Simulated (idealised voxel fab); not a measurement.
Title: Process Module voxel self aligned contacts
FYI the section here is cut, 265 nm wide, cells are 5 nm squares.
Cross-section, as written here: a square-cell grid given band by band from the top down, where a band holds one or more rows of cells. Top height, bottom height, nm. Materials left to right, width each, nm. Single material + "everywhere" = fills band edge to edge. "air" = empty. Heights are expressed relative to 0, this being the level below which the as-received wafer comprises one material exclusively. The lowest band is unbounded in the downward direction and is denoted as in "0..down". Width "30..40": first value at the band's top row of cells, second value at its bottom row, equal change from row to row. A step reported as "remained unchanged" is a step in which no cell of the cross-section changed. "Closed void entries" lists enclosed empty spaces (at least 8 cells, no open path upward to the top), each as width x height at distance from the left edge, in nm. Anything after a step's settings on that line? It's the simulator's own note about the step. "overlay nm" on a masked step: distance the mask lay right of its planned place, negative for left.

THE PROCESS STEPS THAT WERE PLANNED ARE LISTED BELOW
1) RECEIVE [material Si]
2) OXIDIZE [depth nm 5]
3) DIRECTIONAL_DEP [material polySi] [thk nm 30]
4) DIRECTIONAL_DEP [material SiN] [thk nm 15]
5) PATTERN [tone cover] [mask id GATE] [material resist] [width nm 25] [pitch nm 60] [thk nm 20] [overlay nm -15]
6) DIRECTIONAL_ETCH [etch materials SiN] [depth nm 15]
7) DIRECTIONAL_ETCH [etch materials polySi] [depth nm 30]
8) STRIP [etch materials resist]
9) CONFORMAL_DEP [material SiN] [thk nm 5]
10) DIRECTIONAL_ETCH [etch materials SiN] [depth nm 5]
11) FILL_DEP [material SiO2] [thk nm 15]
12) CMP [height nm 55]
13) MASKED_ETCH [tone open] [mask id CONTACT] [width nm 45] [pitch nm 60] [etch materials SiO2] [depth nm 60] [overlay nm 0]
14) CONFORMAL_DEP [material TiN] [thk nm 5]
15) FILL_DEP [material Ru] [thk nm 5]
16) CMP [height nm 55]
17) CONFORMAL_DEP [material SiCN] [thk nm 5]
The plan shows the overlay nm of step 5 as the first wafer had it; this setting differs between the wafers, which start out alike.

CROSS-SECTIONAL VIEW OF THE FIRST OF SEVERAL WAFERS IN THE AS-RECEIVED CONDITION, CORRESPONDING TO THE STATE FOLLOWING STEP 1
	0..down: Si everywhere
	Closed void entries: none

TABLE: WAFERS, A ROW EACH; END-OF-MODULE CELL CHANGE PER MATERIAL SINCE RECEIPT, GAIN (+), LOSS (-); THEN CLOSED VOIDS
overlay nm -15 | +54 Ru | -53 Si | +53 SiCN | +99 SiN | +331 SiO2 | +62 TiN | +90 polySi | Closed void entries: none
overlay nm -10 | +74 Ru | -53 Si | +53 SiCN | +99 SiN | +311 SiO2 | +62 TiN | +90 polySi | Closed void entries: none
overlay nm -5 | +74 Ru | -53 Si | +53 SiCN | +99 SiN | +311 SiO2 | +62 TiN | +90 polySi | Closed void entries: none
overlay nm 0 | +74 Ru | -53 Si | +53 SiCN | +99 SiN | +311 SiO2 | +62 TiN | +90 polySi | Closed void entries: none
overlay nm 5 | +74 Ru | -53 Si | +53 SiCN | +99 SiN | +311 SiO2 | +62 TiN | +90 polySi | Closed void entries: none
overlay nm 10 | +74 Ru | -53 Si | +53 SiCN | +99 SiN | +311 SiO2 | +62 TiN | +90 polySi | Closed void entries: none
overlay nm 15 | +54 Ru | -53 Si | +53 SiCN | +99 SiN | +331 SiO2 | +62 TiN | +90 polySi | Closed void entries: none
